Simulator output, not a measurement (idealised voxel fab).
Process module in this document: voxel ribs on slabs
The figure presents cross-section cut, which has a width of 280 nm and is divided into square cells with an edge length of 5 nm.
For the purposes of this document, a cross-section shall be understood as a grid of square cells, specified as bands listed in top-to-bottom order, each band consisting of one or more rows of cells.
Band entry format. Leading values: height of top, height of bottom, nm. Remainder: materials in left-to-right order, each with its width in nm. Special words: "full width" on a single material, which then fills the band edge to edge; "air", empty space.
Note: height 0 marks the level under which the wafer is uniformly one material as received. Lowest band unbounded below, written "z 0 and below".
A width given as "30..40" starts at the first number in the band's top row and ends at the second number in its bottom row, shifting by an equal amount at every step from row to row.
"nothing different" after a step means that no cell of the cross-section changed.
Enclosed voids (no open way to top), threshold 8 cells or more, entry "Enclosed cavities", notation width x height at distance, distance from left edge, nm.
On each step's line, the part that comes after the settings is the simulator's own comment on the step.
overlay nm: mask right of planned place by this much (step with mask). Neg. = left.
## Below is the list of planned process steps
| 1 | op RECEIVE | material Si |
| 2 | op DIRECTIONAL_DEP | material SiO2 | thk nm 25 |
| 3 | op DIRECTIONAL_DEP | material SiN | thk nm 25 |
| 4 | op DIRECTIONAL_DEP | material aC | thk nm 15 |
| 5 | op PATTERN | tone cover | mask id RIB | material resist | width nm 30 | thk nm 35 | overlay nm 0 |
| 6 | op DIRECTIONAL_ETCH | etch materials aC | depth nm 15 |
| 7 | op STRIP | etch materials resist |
| 8 | op DIRECTIONAL_ETCH | etch materials SiN | depth nm 10 |
| 9 | op STRIP | etch materials aC |
| 10 | op DIRECTIONAL_DEP | material aC | thk nm 10 |
| 11 | op PATTERN | tone cover | mask id SLAB | material resist | width nm 90 | thk nm 25 | overlay nm 0 |
| 12 | op DIRECTIONAL_ETCH | etch materials aC | depth nm 10 |
| 13 | op STRIP | etch materials resist |
| 14 | op DIRECTIONAL_ETCH | etch materials SiN | depth nm 15 |
| 15 | op STRIP | etch materials aC |
| 16 | op FILL_DEP | material SiO2 | thk nm 25 |
| 17 | op CMP | height nm 65 |
| 18 | op DIRECTIONAL_DEP | material TiN | thk nm 5 |
| 19 | op DIRECTIONAL_DEP | material aC | thk nm 15 |
| 20 | op PATTERN | tone cover | mask id HEATER | material resist | width nm 40 | thk nm 35 | overlay nm 0 |
| 21 | op DIRECTIONAL_ETCH | etch materials aC | depth nm 15 |
| 22 | op STRIP | etch materials resist |
| 23 | op DIRECTIONAL_ETCH | etch materials TiN | depth nm 5 |
| 24 | op STRIP | etch materials aC |
| 25 | op CONFORMAL_DEP | material SiO2 | thk nm 10 |
## Wafer, first of two, run as planned
## Cross-section: wafer on arrival = after step 1
  z 0 and below | Si full width
  Enclosed cavities: none
## Upon completion of step 2, the wafer appears in cross-section as shown
  z 25 to 0 | SiO2 full width
  Note: structure below 0 unchanged.
## Upon completion of step 3, the wafer appears in cross-section as shown
  z 50 to 25 | SiN full width
  Note: structure below 25 unchanged.
## Upon completion of step 4, the wafer appears in cross-section as shown
  z 65 to 50 | aC full width
  Note: structure below 50 unchanged.
## Upon completion of step 5, the wafer appears in cross-section as shown
  z 100 to 65 | air=125, resist=30, air=125
  Note: structure below 65 unchanged.
## Upon completion of step 6, the wafer appears in cross-section as shown
  z 85 to 65 | air=125, resist=30, air=125
  z 65 to 50 | air=125, aC=30, air=125
  Note: structure below 50 unchanged.
## Upon completion of step 7, the wafer appears in cross-section as shown
  z 65 to 50 | air=125, aC=30, air=125
  Note: structure below 50 unchanged.
## Upon completion of step 8, the wafer appears in cross-section as shown
  z 65 to 50 | air=125, aC=30, air=125
  z 50 to 40 | air=125, SiN=30, air=125
  Note: structure below 40 unchanged.
## Upon completion of step 9, the wafer appears in cross-section as shown
  z 50 to 40 | air=125, SiN=30, air=125
  Note: structure below 40 unchanged.
## Upon completion of step 10, the wafer appears in cross-section as shown
  z 60 to 50 | air=125, aC=30, air=125
  z 50 to 40 | aC=125, SiN=30, aC=125
  Note: structure below 40 unchanged.
## Upon completion of step 11, the wafer appears in cross-section as shown
  z 85 to 60 | air=95, resist=90, air=95
  z 60 to 50 | air=95, resist=30, aC=30, resist=30, air=95
  Note: structure below 50 unchanged.
## Upon completion of step 12, the wafer appears in cross-section as shown
  z 75 to 60 | air=95, resist=90, air=95
  z 60 to 50 | air=95, resist=30, aC=30, resist=30, air=95
  z 50 to 40 | air=95, aC=30, SiN=30, aC=30, air=95
  Note: structure below 40 unchanged.
## Upon completion of step 13, the wafer appears in cross-section as shown
  z 60 to 50 | air=125, aC=30, air=125
  Note: structure below 50 unchanged.
## Upon completion of step 14, the wafer appears in cross-section as shown
  z 60 to 50 | air=125, aC=30, air=125
  z 50 to 40 | air=95, aC=30, SiN=30, aC=30, air=95
  z 40 to 25 | air=95, SiN=90, air=95
  Note: structure below 25 unchanged.
## Upon completion of step 15, the wafer appears in cross-section as shown
  z 50 to 40 | air=125, SiN=30, air=125
  Note: structure below 40 unchanged.
## Upon completion of step 16, the wafer appears in cross-section as shown
  z 75 to 50 | SiO2 full width
  z 50 to 40 | SiO2=125, SiN=30, SiO2=125
  z 40 to 25 | SiO2=95, SiN=90, SiO2=95
  Note: structure below 25 unchanged.
## Upon completion of step 17, the wafer appears in cross-section as shown
  z 65 to 50 | SiO2 full width
  Note: structure below 50 unchanged.
## Upon completion of step 18, the wafer appears in cross-section as shown
  z 70 to 65 | TiN full width
  Note: structure below 65 unchanged.
## Upon completion of step 19, the wafer appears in cross-section as shown
  z 85 to 70 | aC full width
  Note: structure below 70 unchanged.
## Upon completion of step 20, the wafer appears in cross-section as shown
  z 120 to 85 | air=120, resist=40, air=120
  Note: structure below 85 unchanged.
## Upon completion of step 21, the wafer appears in cross-section as shown
  z 105 to 85 | air=120, resist=40, air=120
  z 85 to 70 | air=120, aC=40, air=120
  Note: structure below 70 unchanged.
## Upon completion of step 22, the wafer appears in cross-section as shown
  z 85 to 70 | air=120, aC=40, air=120
  Note: structure below 70 unchanged.
## Upon completion of step 23, the wafer appears in cross-section as shown
  z 85 to 70 | air=120, aC=40, air=120
  z 70 to 65 | air=120, TiN=40, air=120
  Note: structure below 65 unchanged.
## Upon completion of step 24, the wafer appears in cross-section as shown
  z 70 to 65 | air=120, TiN=40, air=120
  Note: structure below 65 unchanged.
## Upon completion of step 25, the wafer appears in cross-section as shown
  z 80 to 75 | air=110, SiO2=60, air=110
  z 75 to 70 | SiO2 full width
  z 70 to 65 | SiO2=120, TiN=40, SiO2=120
  Note: structure below 65 unchanged.
## The second wafer was prepared from the same starting point and under the same plan as the first; its processing contained one mistake, and it remains indistinguishable from the first wafer up to and including step 1
## Second wafer, cut view, end of step 2 per plan
  z 25 to 0 | SiN full width
  Note: structure below 0 unchanged.
## Second wafer, cut view, end of step 3 per plan
  z 50 to 25 | SiO2 full width
  Note: structure below 25 unchanged.
## Second wafer, cut view, end of step 4 per plan
  z 65 to 50 | aC full width
  Note: structure below 50 unchanged.
## Second wafer, cut view, end of step 5 per plan
  z 100 to 65 | air=125, resist=30, air=125
  Note: structure below 65 unchanged.
## Second wafer, cut view, end of step 6 per plan
  z 85 to 65 | air=125, resist=30, air=125
  z 65 to 50 | air=125, aC=30, air=125
  Note: structure below 50 unchanged.
## Second wafer, cut view, end of step 7 per plan
  z 65 to 50 | air=125, aC=30, air=125
  Note: structure below 50 unchanged.
Second wafer, cut view, end of step 8 per plan: nothing different
## Second wafer, cut view, end of step 9 per plan
  z 50 to 25 | SiO2 full width
  Note: structure below 25 unchanged.
## Second wafer, cut view, end of step 10 per plan
  z 60 to 50 | aC full width
  Note: structure below 50 unchanged.
## Second wafer, cut view, end of step 11 per plan
  z 85 to 60 | air=95, resist=90, air=95
  Note: structure below 60 unchanged.
## Second wafer, cut view, end of step 12 per plan
  z 75 to 60 | air=95, resist=90, air=95
  z 60 to 50 | air=95, aC=90, air=95
  Note: structure below 50 unchanged.
## Second wafer, cut view, end of step 13 per plan
  z 60 to 50 | air=95, aC=90, air=95
  Note: structure below 50 unchanged.
Second wafer, cut view, end of step 14 per plan: nothing different
## Second wafer, cut view, end of step 15 per plan
  z 50 to 25 | SiO2 full width
  Note: structure below 25 unchanged.
## Second wafer, cut view, end of step 16 per plan
  z 75 to 25 | SiO2 full width
  Note: structure below 25 unchanged.
## Second wafer, cut view, end of step 17 per plan
  z 65 to 25 | SiO2 full width
  Note: structure below 25 unchanged.
## Second wafer, cut view, end of step 18 per plan
  z 70 to 65 | TiN full width
  Note: structure below 65 unchanged.
## Second wafer, cut view, end of step 19 per plan
  z 85 to 70 | aC full width
  Note: structure below 70 unchanged.
## Second wafer, cut view, end of step 20 per plan
  z 120 to 85 | air=120, resist=40, air=120
  Note: structure below 85 unchanged.
## Second wafer, cut view, end of step 21 per plan
  z 105 to 85 | air=120, resist=40, air=120
  z 85 to 70 | air=120, aC=40, air=120
  Note: structure below 70 unchanged.
## Second wafer, cut view, end of step 22 per plan
  z 85 to 70 | air=120, aC=40, air=120
  Note: structure below 70 unchanged.
## Second wafer, cut view, end of step 23 per plan
  z 85 to 70 | air=120, aC=40, air=120
  z 70 to 65 | air=120, TiN=40, air=120
  Note: structure below 65 unchanged.
## Second wafer, cut view, end of step 24 per plan
  z 70 to 65 | air=120, TiN=40, air=120
  Note: structure below 65 unchanged.
## Second wafer, cut view, end of step 25 per plan
  z 80 to 75 | air=110, SiO2=60, air=110
  z 75 to 70 | SiO2 full width
  z 70 to 65 | SiO2=120, TiN=40, SiO2=120
  Note: structure below 65 unchanged.
Want to know what went wrong? transposition of steps 2 and 3 relative to the planned sequence
Count the cells at the end and the second wafer has more or fewer of some materials than the first: SiN: 214 more; SiO2: 214 fewer
